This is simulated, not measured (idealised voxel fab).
This is a process module. Its name is voxel transistor to metal.
Cross-sectional view cut (width: 185 nm; square cell size: 5 nm).
Notation: cross-section as square-cell grid; stated in bands, top first, going down; one or more cell rows per band. Band: top and bottom heights (nm) first, top before bottom; then materials from left to right, widths in nm. "throughout" marks a sole material filling the band edge to edge. "empty" denotes empty space. A quick word on heights: they are counted from 0, and under that level the wafer as it came to us is one material throughout. The lowest band is different from the rest in having no bottom; it simply continues downward, written as in "0 -> down". Note: "30->40" means the width goes from the first number (top row of the band) to the second number (bottom row) in equal steps per row of cells. "no modifications" (step): cross-section cells unchanged, all of them. Each empty space that has no open way to the top and spans at least 8 cells appears under "Sealed internal cavities" as width x height at distance, the distance counted from the left edge, all in nm. Where a step's line continues beyond its settings, the continuation is a remark by the simulator itself on that step. overlay nm: how far to the right of its planned place the mask lay on this masked step (negative: to the left).
Intended process steps:
| 1 | RECEIVE,material Si |
| 2 | CONFORMAL_DEP,material SiO2,thk nm 5 |
| 3 | CONFORMAL_DEP,material SiN,thk nm 10 |
| 4 | DIRECTIONAL_DEP,material aC,thk nm 10 |
| 5 | PATTERN,tone cover,mask id ACTIVE,material resist,width nm 125,thk nm 30,overlay nm 0 |
| 6 | DIRECTIONAL_ETCH,etch materials aC,depth nm 10 |
| 7 | STRIP,etch materials resist |
| 8 | DIRECTIONAL_ETCH,etch materials SiN,depth nm 10 |
| 9 | DIRECTIONAL_ETCH,etch materials SiO2,depth nm 5 |
| 10 | DIRECTIONAL_ETCH,etch materials Si,depth nm 20 |
| 11 | STRIP,etch materials aC |
| 12 | FILL_DEP,material SiO2,thk nm 10 |
| 13 | CMP,height nm 15 |
| 14 | SELECTIVE_ETCH,etch materials SiO2,depth nm 5 |
| 15 | STRIP,etch materials SiN |
| 16 | SELECTIVE_ETCH,etch materials SiO2,depth nm 5 |
| 17 | OXIDIZE,depth nm 5 |
| 18 | DIRECTIONAL_DEP,material polySi,thk nm 30 |
| 19 | DIRECTIONAL_DEP,material SiCN,thk nm 10 |
| 20 | MASKED_ETCH,tone cover,mask id GATE,width nm 35,etch materials SiCN,depth nm 20,overlay nm 0 |
| 21 | MASKED_ETCH,tone cover,mask id GATE,width nm 35,etch materials polySi,depth nm 40,overlay nm 0 |
| 22 | CONFORMAL_DEP,material SiN,thk nm 10 |
| 23 | DIRECTIONAL_ETCH,etch materials SiN,depth nm 10 |
| 24 | DIRECTIONAL_ETCH,etch materials SiO2,depth nm 5 |
| 25 | DIRECTIONAL_ETCH,etch materials Si,depth nm 5 |
| 26 | EPI,material SiGe,thk nm 5 |
| 27 | FILL_DEP,material SiO2,thk nm 5 |
| 28 | CMP,height nm 30 |
| 29 | STRIP,etch materials polySi |
| 30 | SELECTIVE_ETCH,etch materials SiO2,depth nm 5 |
| 31 | CONFORMAL_DEP,material HfO2,thk nm 5 |
| 32 | CONFORMAL_DEP,material TiN,thk nm 5 |
| 33 | FILL_DEP,material W,thk nm 5 |
| 34 | CMP,height nm 25 |
| 35 | DIRECTIONAL_DEP,material SiO2,thk nm 15 |
| 36 | MASKED_ETCH,tone open,mask id CONTACT,width nm 20,pitch nm 95,etch materials SiO2,depth nm 45,overlay nm 0 |
| 37 | CONFORMAL_DEP,material TiN,thk nm 5 |
| 38 | FILL_DEP,material Ru,thk nm 5 |
| 39 | CMP,height nm 40 |
| 40 | CONFORMAL_DEP,material SiN,thk nm 5 |
| 41 | DIRECTIONAL_DEP,material SiO2,thk nm 15 |
| 42 | PATTERN,tone open,mask id METAL_1,material resist,width nm 20,pitch nm 95,thk nm 15,overlay nm 0 |
| 43 | DIRECTIONAL_ETCH,etch materials SiO2,depth nm 15 |
| 44 | DIRECTIONAL_ETCH,etch materials SiN,depth nm 5 |
| 45 | STRIP,etch materials resist |
| 46 | CONFORMAL_DEP,material TiN,thk nm 5 |
| 47 | FILL_DEP,material Cu,thk nm 10 |
| 48 | CMP,height nm 60 |
| 49 | CONFORMAL_DEP,material SiN,thk nm 5 |
Here's what the wafer looked like in cross-section when it arrived - that's after step 1:
> 0 -> down | Si throughout
> Sealed internal cavities: none
Cross-section taken at module completion on the first of two wafers; processed per the plan:
> 65 -> 60 | SiN throughout
> 60 -> 45 | SiO2 (35), TiN (5), Cu (10), TiN (5), SiO2 (75), TiN (5), Cu (10), TiN (5), SiO2 (35)
> 45 -> 40 | SiN (35), TiN (20), SiN (75), TiN (20), SiN (35)
> 40 -> 25 | SiO2 (35), TiN (5), Ru (10), TiN (5), SiO2 (75), TiN (5), Ru (10), TiN (5), SiO2 (35)
> 25 -> 5 | SiO2 (35), TiN (5), Ru (10), TiN (5), SiO2 (10), SiN (10), HfO2 (5), TiN (5), W (15), TiN (5), HfO2 (5), SiN (10), SiO2 (10), TiN (5), Ru (10), TiN (5), SiO2 (35)
> 5 -> 0 | SiO2 (25), SiN (10), TiN (10), Ru (5), TiN (5), SiO2 (10), SiN (10), HfO2 (5), TiN (25), HfO2 (5), SiN (10), SiO2 (10), TiN (5), Ru (5), TiN (10), SiN (10), SiO2 (25)
> 0 -> -5 | SiO2 (35), SiGe (5), TiN (15), SiO2 (5), SiGe (5), SiO2 (5), HfO2 (45), SiO2 (5), SiGe (5), SiO2 (5), TiN (15), SiGe (5), SiO2 (35)
> -5 -> -10 | SiO2 (30), Si (5), SiGe (30), Si (55), SiGe (30), Si (5), SiO2 (30)
> -10 -> -20 | SiO2 (30), Si (125), SiO2 (30)
> -20 -> down | Si throughout
> Sealed internal cavities: none
Second of two wafers, module complete, sectioned: it shares the first wafer's start and plan but was run with one mistake:
> 65 -> 60 | SiN throughout
> 60 -> 45 | SiO2 (35), TiN (5), Cu (10), TiN (5), SiO2 (75), TiN (5), Cu (10), TiN (5), SiO2 (35)
> 45 -> 40 | SiN (35), TiN (20), SiN (75), TiN (20), SiN (35)
> 40 -> 30 | Ru (30), TiN (5), SiO2 (20), TiN (5), Ru (65), TiN (5), SiO2 (20), TiN (5), Ru (30)
> 30 -> 25 | Ru (30), TiN (5), SiO2 (20), TiN (75), SiO2 (20), TiN (5), Ru (30)
> 25 -> 10 | Ru (30), TiN (5), SiO2 (20), TiN (10), SiN (10), HfO2 (5), TiN (5), W (15), TiN (5), HfO2 (5), SiN (10), TiN (10), SiO2 (20), TiN (5), Ru (30)
> 10 -> 5 | Ru (20), TiN (15), SiO2 (20), TiN (10), SiN (10), HfO2 (5), TiN (5), W (15), TiN (5), HfO2 (5), SiN (10), TiN (10), SiO2 (20), TiN (15), Ru (20)
> 5 -> 0 | Ru (20), TiN (5), SiN (10), SiO2 (20), TiN (10), SiN (10), HfO2 (5), TiN (25), HfO2 (5), SiN (10), TiN (10), SiO2 (20), SiN (10), TiN (5), Ru (20)
> 0 -> -5 | TiN (25), SiO2 (10), SiGe (5), SiO2 (15), TiN (5), SiGe (5), SiO2 (5), HfO2 (45), SiO2 (5), SiGe (5), TiN (5), SiO2 (15), SiGe (5), SiO2 (10), TiN (25)
> -5 -> -10 | SiO2 (30), Si (5), SiGe (30), Si (55), SiGe (30), Si (5), SiO2 (30)
> -10 -> -20 | SiO2 (30), Si (125), SiO2 (30)
> -20 -> down | Si throughout
> Sealed internal cavities: none
So what did we get wrong on this run? step 36 ran as: MASKED_ETCH,tone cover,mask id CONTACT,width nm 20,pitch nm 95,etch materials SiO2,depth nm 45,overlay nm 0
Final comparison by cell count, materials where the second wafer has more or fewer than the first: Ru +84 | SiO2 -115 | TiN +31
